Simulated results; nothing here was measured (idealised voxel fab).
process module | voxel self aligned contacts
cross-section cut | 170 nm wide | cells 5 nm
A cross-section is a grid of square cells, given in bands from the top down. A band is one or more rows of cells.
Each band's line starts with the height of the band's top and of its bottom, in nm. Then come its materials from left to right, each with its width in nm. One material with "throughout" fills the band from edge to edge. "air" is empty space.
Height 0 is the level under which the wafer as received is all one material. The lowest band goes on downwards, as in "0 down".
A width such as "30 to 40" changes by the same amount from each row of cells to the next, from the band's top row to its bottom row.
"no change" after a step means that no cell of the cross-section changed.
closed voids: empty space of 8 cells or more with no open way to the top, each as width x height at its distance from the left edge, in nm
after a step's settings: what the simulator itself notes on the step
overlay nm, on a step with a mask: how far to the right of its planned place the mask lay; to the left if negative
plan
1 op RECEIVE | material Si
2 op OXIDIZE | depth nm 5
3 op DIRECTIONAL_DEP | material polySi | thk nm 30
4 op DIRECTIONAL_DEP | material SiN | thk nm 25
5 op DIRECTIONAL_DEP | material aC | thk nm 15
6 op PATTERN | tone cover | mask id GATE | material resist | width nm 30 | pitch nm 75 | thk nm 35 | overlay nm 0
7 op DIRECTIONAL_ETCH | etch materials aC | depth nm 15
8 op STRIP | etch materials resist
9 op DIRECTIONAL_ETCH | etch materials SiN | depth nm 25
10 op DIRECTIONAL_ETCH | etch materials polySi | depth nm 30
11 op STRIP | etch materials aC
12 op CONFORMAL_DEP | material SiN | thk nm 10
13 op DIRECTIONAL_ETCH | etch materials SiN | depth nm 10
14 op FILL_DEP | material SiO2 | thk nm 15
15 op CMP | height nm 60
16 op MASKED_ETCH | tone open | mask id CONTACT | width nm 55 | etch materials SiO2 | depth nm 65 | overlay nm 0
17 op CONFORMAL_DEP | material TiN | thk nm 5
18 op FILL_DEP | material W | thk nm 5
19 op CMP | height nm 60
20 op CONFORMAL_DEP | material SiN | thk nm 5
varied across the wafers: thk nm of step 20. The plan shows the first wafer's value. All wafers start alike
first wafer as received, after step 1
  0 down: Si throughout
  closed voids: none
each wafer at the end: cells of each material gained (+) or lost (-) since it was received, then its closed voids
thk nm 5 | -34 Si | +182 SiN | +151 SiO2 | +35 TiN | +36 W | +72 polySi | closed voids: none
thk nm 10 | -34 Si | +216 SiN | +151 SiO2 | +35 TiN | +36 W | +72 polySi | closed voids: none
thk nm 15 | -34 Si | +250 SiN | +151 SiO2 | +35 TiN | +36 W | +72 polySi | closed voids: none
thk nm 20 | -34 Si | +284 SiN | +151 SiO2 | +35 TiN | +36 W | +72 polySi | closed voids: none
